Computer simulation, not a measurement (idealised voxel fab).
Process module heading - voxel wiring stack
225 nm wide, 5 nm square cells: that's cross-section cut.
Cross-section = grid of square cells, listed top down in bands; band = one or more rows. Per band: top height and bottom height in nm, followed by the left-to-right materials and their widths in nm; "full width" marks a single material spanning edge to edge, "air" marks empty space. It should be noted that heights are counted from 0, beneath which the wafer as supplied is of one material throughout, and that the lowest band possesses no lower boundary but continues downward, as written in "z 0 and below". With a width like "30->40", each row of cells in the band differs from the next by the same amount, the top row carrying the first number and the bottom row the second. "identical to before", as given for a step, is the statement that not any cell of the cross-section underwent a change during that step. Trapped void list: empty space of 8 cells or more with no open way to the top, each as width x height at its distance from the left edge, in nm. That trailing text on a step's line, after the settings, is the simulator's own remark on the step. overlay nm, on a step with a mask: how far to the right of its planned place the mask lay; to the left if negative.

Below is the list of planned process steps
step 1: RECEIVE with material Si
step 2: CONFORMAL_DEP with material SiO2, thk nm 10
step 3: DIRECTIONAL_DEP with material TiN, thk nm 5
step 4: DIRECTIONAL_DEP with material W, thk nm 20
step 5: DIRECTIONAL_DEP with material aC, thk nm 15
step 6: PATTERN with tone cover, mask id METAL_1, material resist, width nm 30, pitch nm 55, thk nm 30, overlay nm 0
step 7: DIRECTIONAL_ETCH with etch materials aC, depth nm 15
step 8: STRIP with etch materials resist
step 9: DIRECTIONAL_ETCH with etch materials W, depth nm 20
step 10: DIRECTIONAL_ETCH with etch materials TiN, depth nm 5
step 11: STRIP with etch materials aC
step 12: CONFORMAL_DEP with material SiCN, thk nm 5
step 13: FILL_DEP with material lowk, thk nm 5
step 14: CMP with height nm 35
step 15: CONFORMAL_DEP with material SiCN, thk nm 5
step 16: DIRECTIONAL_DEP with material SiO2, thk nm 35
step 17: DIRECTIONAL_DEP with material aC, thk nm 15
step 18: PATTERN with tone open, mask id METAL_2, material resist, width nm 30, pitch nm 55, thk nm 35, overlay nm 0
step 19: DIRECTIONAL_ETCH with etch materials aC, depth nm 15
step 20: STRIP with etch materials resist
step 21: DIRECTIONAL_ETCH with etch materials SiO2, depth nm 20
step 22: STRIP with etch materials aC
step 23: DIRECTIONAL_DEP with material aC, thk nm 15
step 24: PATTERN with tone open, mask id METAL_2_HOLES, material resist, width nm 15, pitch nm 55, thk nm 35, overlay nm 0
step 25: DIRECTIONAL_ETCH with etch materials aC, depth nm 15
step 26: STRIP with etch materials resist
step 27: DIRECTIONAL_ETCH with etch materials SiO2, depth nm 15
step 28: DIRECTIONAL_ETCH with etch materials SiCN, depth nm 5
step 29: STRIP with etch materials aC
step 30: CONFORMAL_DEP with material TiN, thk nm 5
step 31: FILL_DEP with material Ru, thk nm 10
step 32: CMP with height nm 75
step 33: CONFORMAL_DEP with material SiCN, thk nm 5
step 34: DIRECTIONAL_DEP with material lowk, thk nm 10
step 35: DIRECTIONAL_DEP with material aC, thk nm 10
step 36: PATTERN with tone open, mask id PLUG_2, material resist, width nm 15, pitch nm 55, thk nm 30, overlay nm 0
step 37: DIRECTIONAL_ETCH with etch materials aC, depth nm 10
step 38: STRIP with etch materials resist
step 39: DIRECTIONAL_ETCH with etch materials lowk, depth nm 10
step 40: DIRECTIONAL_ETCH with etch materials SiCN, depth nm 5
step 41: STRIP with etch materials aC
step 42: CONFORMAL_DEP with material TiN, thk nm 5
step 43: FILL_DEP with material W, thk nm 10
step 44: CMP with height nm 90
step 45: DIRECTIONAL_DEP with material TiN, thk nm 5
step 46: DIRECTIONAL_DEP with material Ru, thk nm 25
step 47: DIRECTIONAL_DEP with material aC, thk nm 10
step 48: PATTERN with tone cover, mask id METAL_3, material resist, width nm 30, pitch nm 55, thk nm 25, overlay nm 0
step 49: DIRECTIONAL_ETCH with etch materials aC, depth nm 10
step 50: STRIP with etch materials resist
step 51: DIRECTIONAL_ETCH with etch materials Ru, depth nm 25
step 52: DIRECTIONAL_ETCH with etch materials TiN, depth nm 5
step 53: STRIP with etch materials aC
step 54: CONFORMAL_DEP with material SiCN, thk nm 5
step 55: FILL_DEP with material lowk, thk nm 10
step 56: CMP with height nm 120
step 57: CONFORMAL_DEP with material SiN, thk nm 5

Cross-section of the wafer upon arrival, representing the state reached after step 1
	z 0 and below  Si full width
	Trapped void list: none

Here's the wafer cut in cross-section after the module, started and planned just like above, except one thing was done wrong in the run
	z 125 to 120  SiN full width
	z 120 to 95  lowk=10 / SiCN=5 / Ru=30 / SiCN=5 / lowk=15 / SiCN=5 / Ru=30 / SiCN=5 / lowk=15 / SiCN=5 / Ru=30 / SiCN=5 / lowk=15 / SiCN=5 / Ru=30 / SiCN=5 / lowk=10
	z 95 to 90  SiCN=15 / TiN=30 / SiCN=25 / TiN=30 / SiCN=25 / TiN=30 / SiCN=25 / TiN=30 / SiCN=15
	z 90 to 80  lowk=15 / TiN=5 / W=5 / TiN=5 / lowk=40 / TiN=5 / W=5 / TiN=5 / lowk=40 / TiN=5 / W=5 / TiN=5 / lowk=40 / TiN=5 / W=5 / TiN=5 / lowk=30
	z 80 to 75  SiCN=15 / TiN=15 / SiCN=40 / TiN=15 / SiCN=40 / TiN=15 / SiCN=40 / TiN=15 / SiCN=30
	z 75 to 60  SiO2=15 / TiN=5 / Ru=20 / TiN=5 / SiO2=25 / TiN=5 / Ru=20 / TiN=5 / SiO2=25 / TiN=5 / Ru=20 / TiN=5 / SiO2=25 / TiN=5 / Ru=20 / TiN=5 / SiO2=15
	z 60 to 55  SiO2=15 / TiN=15 / Ru=5 / TiN=10 / SiO2=25 / TiN=15 / Ru=5 / TiN=10 / SiO2=25 / TiN=15 / Ru=5 / TiN=10 / SiO2=25 / TiN=15 / Ru=5 / TiN=10 / SiO2=15
	z 55 to 40  SiO2=25 / TiN=5 / Ru=5 / TiN=5 / SiO2=40 / TiN=5 / Ru=5 / TiN=5 / SiO2=40 / TiN=5 / Ru=5 / TiN=5 / SiO2=40 / TiN=5 / Ru=5 / TiN=5 / SiO2=20
	z 40 to 35  SiCN=25 / TiN=15 / SiCN=40 / TiN=15 / SiCN=40 / TiN=15 / SiCN=40 / TiN=15 / SiCN=20
	z 35 to 15  lowk=10 / SiCN=5 / W=30 / SiCN=5 / lowk=15 / SiCN=5 / W=30 / SiCN=5 / lowk=15 / SiCN=5 / W=30 / SiCN=5 / lowk=15 / SiCN=5 / W=30 / SiCN=5 / lowk=10
	z 15 to 10  SiCN=15 / TiN=30 / SiCN=25 / TiN=30 / SiCN=25 / TiN=30 / SiCN=25 / TiN=30 / SiCN=15
	z 10 to 0  SiO2 full width
	z 0 and below  Si full width
	Trapped void list: none
what went wrong: step 24 was processed under conditions differing from the plan, specifically as PATTERN with tone open, mask id METAL_2_HOLES, material resist, width nm 15, pitch nm 55, thk nm 35, overlay nm 10
